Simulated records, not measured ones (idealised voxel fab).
Presented below is a process module, voxel plated lines.
Shown is cross-section cut, with a width of 270 nm and square cells of size 5 nm.
Cross-section format: a grid of square cells, given as bands from top to bottom; each band is one or more rows of cells. Quick guide to a band line: top height, bottom height (nm) up front; then every material left to right with its width in nm. Only one material and it's marked "full width"? Then it fills the band edge to edge. And "blank" just means empty space. The reference from which all heights are counted is 0, the level beneath which the as-received wafer is entirely one material; the lowest band, having no lower bound, proceeds downward and is written after the example "z 0 and below". A width given as "30->40" starts at the first number in the band's top row and ends at the second number in its bottom row, shifting by an equal amount at every step from row to row. Where the words "no modifications" appear for a step, the cross-section shows no cell changed by that step; every cell remained as before. Empty spaces counting at least 8 cells and having no open way to the top are listed in "Closed void list". The notation width x height at distance is used for each, the distance being from the left edge and all three values in nm. If you see something after the settings on a step's line, that's the simulator's own remark about that step. If you see "overlay nm" on a step's line and that step has a mask, it's telling you how far right of where it was planned the mask ended up; a negative number means it went left instead.
### Listed below are the process steps as planned
- 1: RECEIVE,material Si
- 2: CONFORMAL_DEP,material Al2O3,thk nm 15
- 3: DIRECTIONAL_DEP,material TiN,thk nm 5
- 4: PATTERN,tone open,mask id LINES,material resist,width nm 15,pitch nm 35,thk nm 30,overlay nm 0
- 5: EPI,material Ru,thk nm 10
- 6: EPI,material Ru,thk nm 5
- 7: STRIP,etch materials resist
- 8: DIRECTIONAL_ETCH,etch materials TiN,depth nm 5
- 9: CONFORMAL_DEP,material SiO2,thk nm 5
### This is the cross-section of the wafer as we received it, i.e. after step 1
	z 0 and below  Si full width
	Closed void list: none
### First of two wafers: cross-section at end of module, run per plan
	z 40 to 35  blank: 105 | SiO2: 25 | blank: 10 | SiO2: 25 | blank: 105
	z 35 to 20  blank: 105 | SiO2: 5 | Ru: 15 | SiO2: 5 | blank: 10 | SiO2: 5 | Ru: 15 | SiO2: 5 | blank: 105
	z 20 to 15  SiO2: 110 | TiN: 15 | SiO2: 20 | TiN: 15 | SiO2: 110
	z 15 to 0  Al2O3 full width
	z 0 and below  Si full width
	Closed void list: none
### Here is the second of the two wafers cut open at the end of the module - same start, same plan as the first one, but we made one mistake running it
	z 35 to 30  blank: 105 | SiO2: 25 | blank: 10 | SiO2: 25 | blank: 105
	z 30 to 15  blank: 105 | SiO2: 5 | Ru: 15 | SiO2: 5 | blank: 10 | SiO2: 5 | Ru: 15 | SiO2: 5 | blank: 105
	z 15 to 10  SiO2: 110 | TiN: 15 | SiO2: 20 | TiN: 15 | SiO2: 110
	z 10 to 0  Al2O3 full width
	z 0 and below  Si full width
	Closed void list: none
Against the plan, the run slipped here: the process deviated at step 2: the operation and settings actually run there were CONFORMAL_DEP,material Al2O3,thk nm 10
It is noted that, at the conclusion of processing, the second wafer exhibits a higher or lower cell count for certain materials relative to the first: 54 fewer of Al2O3
